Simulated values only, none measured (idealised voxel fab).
Process module in this document: voxel wiring stack
Cross-sectional view cut (width: 140 nm; square cell size: 5 nm).
We lay out every cross-section as a grid of square cells and spell it out in bands from the top down, where one band means one or more rows of cells. It is stipulated that each band's entry specify, in nanometres, the height of the top of the band and then that of its bottom, followed by the materials of the band in left-to-right sequence, each together with its width in nanometres. A single material marked by the word "edge to edge" is understood to fill the band from edge to edge; the word "empty" is understood to denote empty space. Height reference: 0 = level under which incoming wafer is all one material. Lowest band: no bottom, runs on downward, e.g. "0 -> down". Per-row width for "30 to 40": begins at first number (top row of band), ends at second number (bottom row), increment between rows held constant. Any step labelled "remained the same" changed none of the cells in the cross-section. "Cavities, closed" lists enclosed empty spaces (at least 8 cells, no open path upward to the top), each as width x height at distance from the left edge, in nm. Read whatever lies past the settings on a step's line as the simulator's own remark about the step. overlay nm: for a step with a mask, the amount by which the mask lay right of where it was planned; a negative amount means left of it.
PROCESS STEPS (PLANNED)
step 1: op RECEIVE | material Si
step 2: op CONFORMAL_DEP | material SiO2 | thk nm 10
step 3: op DIRECTIONAL_DEP | material TiN | thk nm 5
step 4: op DIRECTIONAL_DEP | material W | thk nm 25
step 5: op MASKED_ETCH | tone cover | mask id METAL_1 | width nm 25 | pitch nm 45 | etch materials W | depth nm 25 | overlay nm 0
step 6: op MASKED_ETCH | tone cover | mask id METAL_1 | width nm 25 | pitch nm 45 | etch materials TiN | depth nm 5 | overlay nm 0
step 7: op FILL_DEP | material SiO2 | thk nm 5
step 8: op CMP | height nm 40
step 9: op CONFORMAL_DEP | material SiCN | thk nm 5
step 10: op DIRECTIONAL_DEP | material SiO2 | thk nm 30
step 11: op PATTERN | tone open | mask id METAL_2_HOLES | material resist | width nm 15 | pitch nm 45 | thk nm 20 | overlay nm 0
step 12: op DIRECTIONAL_ETCH | etch materials SiO2 | depth nm 30
step 13: op STRIP | etch materials resist
step 14: op MASKED_ETCH | tone open | mask id METAL_2 | width nm 25 | pitch nm 45 | etch materials SiO2 | depth nm 20 | overlay nm 0
step 15: op MASKED_ETCH | tone open | mask id METAL_2 | width nm 25 | pitch nm 45 | etch materials SiCN | depth nm 5 | overlay nm 0
step 16: op CONFORMAL_DEP | material TiN | thk nm 5
step 17: op FILL_DEP | material Cu | thk nm 10
step 18: op CMP | height nm 75
step 19: op CONFORMAL_DEP | material SiCN | thk nm 5
step 20: op DIRECTIONAL_DEP | material lowk | thk nm 10
step 21: op MASKED_ETCH | tone open | mask id PLUG_2 | width nm 15 | pitch nm 45 | etch materials lowk | depth nm 10 | overlay nm 0
step 22: op MASKED_ETCH | tone open | mask id PLUG_2 | width nm 15 | pitch nm 45 | etch materials SiCN | depth nm 5 | overlay nm 0
step 23: op EPI | material Ru | thk nm 10
step 24: op EPI | material Ru | thk nm 5
step 25: op DIRECTIONAL_DEP | material TiN | thk nm 5
step 26: op DIRECTIONAL_DEP | material W | thk nm 15
step 27: op DIRECTIONAL_DEP | material aC | thk nm 15
step 28: op PATTERN | tone cover | mask id METAL_3 | material resist | width nm 25 | pitch nm 45 | thk nm 30 | overlay nm 0
step 29: op DIRECTIONAL_ETCH | etch materials aC | depth nm 15
step 30: op STRIP | etch materials resist
step 31: op DIRECTIONAL_ETCH | etch materials W | depth nm 15
step 32: op DIRECTIONAL_ETCH | etch materials TiN | depth nm 5
step 33: op STRIP | etch materials aC
step 34: op CONFORMAL_DEP | material SiN | thk nm 5
step 35: op FILL_DEP | material SiO2 | thk nm 5
step 36: op CMP | height nm 110
step 37: op CONFORMAL_DEP | material SiCN | thk nm 5
SO THIS IS THE INCOMING WAFER IN CROSS-SECTION - IT'S ALREADY BEEN THROUGH STEP 1
    0 -> down | Si edge to edge
    Cavities, closed: none
FIGURE: CROSS-SECTIONAL VIEW OF THE WAFER UPON COMPLETION OF THE MODULE, PROCESSED FROM THE INITIAL STATE AND ACCORDING TO THE PLAN DEPICTED ABOVE, WITH ONE ERROR INTRODUCED DURING EXECUTION
    115 -> 110 | SiCN edge to edge
    110 -> 95 | 30 of SiO2 | 5 of SiN | 25 of W | 5 of SiN | 10 of SiO2 | 5 of SiN | 25 of W | 5 of SiN | 30 of SiO2
    95 -> 90 | 35 of SiN | 25 of TiN | 20 of SiN | 25 of TiN | 35 of SiN
    90 -> 80 | 35 of lowk | 15 of Ru | 30 of lowk | 15 of Ru | 45 of lowk
    80 -> 75 | 45 of SiCN | 5 of Ru | 40 of SiCN | 5 of Ru | 45 of SiCN
    75 -> 60 | 35 of SiO2 | 5 of TiN | 15 of Cu | 5 of TiN | 20 of SiO2 | 5 of TiN | 15 of Cu | 5 of TiN | 35 of SiO2
    60 -> 55 | 35 of SiO2 | 5 of TiN | 5 of Cu | 15 of TiN | 20 of SiO2 | 5 of TiN | 5 of Cu | 15 of TiN | 35 of SiO2
    55 -> 45 | 35 of SiO2 | 5 of TiN | 5 of Cu | 5 of TiN | 30 of SiO2 | 5 of TiN | 5 of Cu | 5 of TiN | 45 of SiO2
    45 -> 40 | 35 of SiCN | 15 of TiN | 30 of SiCN | 15 of TiN | 45 of SiCN
    40 -> 15 | 35 of SiO2 | 25 of W | 20 of SiO2 | 25 of W | 35 of SiO2
    15 -> 10 | 35 of SiO2 | 25 of TiN | 20 of SiO2 | 25 of TiN | 35 of SiO2
    10 -> 0 | SiO2 edge to edge
    0 -> down | Si edge to edge
    Cavities, closed: none
What went wrong in running the wafer? step 22 ran as: op MASKED_ETCH | tone open | mask id PLUG_2 | width nm 15 | pitch nm 45 | etch materials SiCN | depth nm 5 | overlay nm 10
